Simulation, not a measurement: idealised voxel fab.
Process module in this document: voxel transistor to metal
The figure presents cross-section cut, which has a width of 150 nm and is divided into square cells with an edge length of 5 nm.
A cross-section is a grid of square cells, given in bands from the top down. A band is one or more rows of cells. It is stipulated that each band's entry specify, in nanometres, the height of the top of the band and then that of its bottom, followed by the materials of the band in left-to-right sequence, each together with its width in nanometres. A single material marked by the word "all across" is understood to fill the band from edge to edge; the word "air" is understood to denote empty space. Heights are expressed relative to 0, this being the level below which the as-received wafer comprises one material exclusively. The lowest band is unbounded in the downward direction and is denoted as in "0 nm and below". When a width is written as two numbers, as in "30..40", the first number is the width in the top row of cells of the band and the second is the width in its bottom row, and the width changes by the same amount from each row to the next. Basically "nothing was modified" means that step didn't change any cell in the cross-section. Closed empty spaces (no open way to the top) of 8 cells or more are what "Trapped cavities" lists, each as width x height at distance from the left edge, nm for all three. Post-settings text on a step line: simulator's own remark regarding the step. overlay nm: step with mask; distance mask lay right of planned place; negative value = left of planned place.

The planned process steps are enumerated hereunder:
1: RECEIVE: material Si
2: OXIDIZE: depth nm 5
3: CONFORMAL_DEP: material SiN, thk nm 10
4: MASKED_ETCH: tone cover, mask id ACTIVE, width nm 95, etch materials SiN, depth nm 10, overlay nm 0
5: MASKED_ETCH: tone cover, mask id ACTIVE, width nm 95, etch materials SiO2, depth nm 5, overlay nm 0
6: MASKED_ETCH: tone cover, mask id ACTIVE, width nm 95, etch materials Si, depth nm 25, overlay nm 0
7: FILL_DEP: material SiO2, thk nm 15
8: CMP: height nm 10
9: SELECTIVE_ETCH: etch materials SiO2, depth nm 10
10: STRIP: etch materials SiN
11: SELECTIVE_ETCH: etch materials SiO2, depth nm 5
12: OXIDIZE: depth nm 5
13: DIRECTIONAL_DEP: material polySi, thk nm 25
14: DIRECTIONAL_DEP: material SiCN, thk nm 15
15: PATTERN: tone cover, mask id GATE, material resist, width nm 15, thk nm 20, overlay nm 0
16: DIRECTIONAL_ETCH: etch materials SiCN, depth nm 25
17: DIRECTIONAL_ETCH: etch materials polySi, depth nm 35
18: STRIP: etch materials resist
19: CONFORMAL_DEP: material SiO2, thk nm 5
20: DIRECTIONAL_ETCH: etch materials SiO2, depth nm 5
21: CONFORMAL_DEP: material SiN, thk nm 5
22: DIRECTIONAL_ETCH: etch materials SiN, depth nm 5
23: DIRECTIONAL_ETCH: etch materials SiO2, depth nm 5
24: DIRECTIONAL_ETCH: etch materials Si, depth nm 10
25: EPI: material SiGe, thk nm 10
26: FILL_DEP: material SiO2, thk nm 10
27: CMP: height nm 35
28: DIRECTIONAL_DEP: material SiO2, thk nm 10
29: MASKED_ETCH: tone open, mask id CONTACT, width nm 25, pitch nm 60, etch materials SiO2, depth nm 55, overlay nm 0
30: CONFORMAL_DEP: material TiN, thk nm 5
31: FILL_DEP: material Ru, thk nm 5
32: CMP: height nm 45
33: DIRECTIONAL_DEP: material TiN, thk nm 5
34: DIRECTIONAL_DEP: material Ru, thk nm 20
35: PATTERN: tone cover, mask id METAL_1, material resist, width nm 15, pitch nm 70, thk nm 20, overlay nm 0
36: DIRECTIONAL_ETCH: etch materials Ru, depth nm 20
37: DIRECTIONAL_ETCH: etch materials TiN, depth nm 5
38: STRIP: etch materials resist
39: CONFORMAL_DEP: material SiN, thk nm 5
40: FILL_DEP: material SiO2, thk nm 5
41: CMP: height nm 70
42: CONFORMAL_DEP: material SiN, thk nm 5
Keep in mind the plan's value for the width nm of step 15 comes from the first wafer; the wafers don't share that setting, but they do share the same starting point.

As received, i.e. after step 1: cross-section through the first of several wafers:
    0 nm and below: Si all across
    Trapped cavities: none

Here is how to read the rows: every wafer has a row, and it shows the wafer at the end of the module, giving for each material how many cells were gained (+) or lost (-) since the wafer was received, then listing its closed voids:
width nm 15, +76 Ru, -128 Si, +9 SiCN, +32 SiGe, +86 SiN, +304 SiO2, +56 TiN, +15 polySi, Trapped cavities: none
width nm 20, +67 Ru, -126 Si, +12 SiCN, +30 SiGe, +86 SiN, +305 SiO2, +56 TiN, +20 polySi, Trapped cavities: none
width nm 25, +58 Ru, -124 Si, +15 SiCN, +28 SiGe, +86 SiN, +306 SiO2, +56 TiN, +25 polySi, Trapped cavities: none
width nm 30, +51 Ru, -122 Si, +18 SiCN, +26 SiGe, +86 SiN, +298 SiO2, +63 TiN, +30 polySi, Trapped cavities: none
width nm 35, +44 Ru, -120 Si, +21 SiCN, +24 SiGe, +86 SiN, +290 SiO2, +70 TiN, +35 polySi, Trapped cavities: none
width nm 40, +37 Ru, -118 Si, +24 SiCN, +22 SiGe, +86 SiN, +291 SiO2, +68 TiN, +40 polySi, Trapped cavities: none
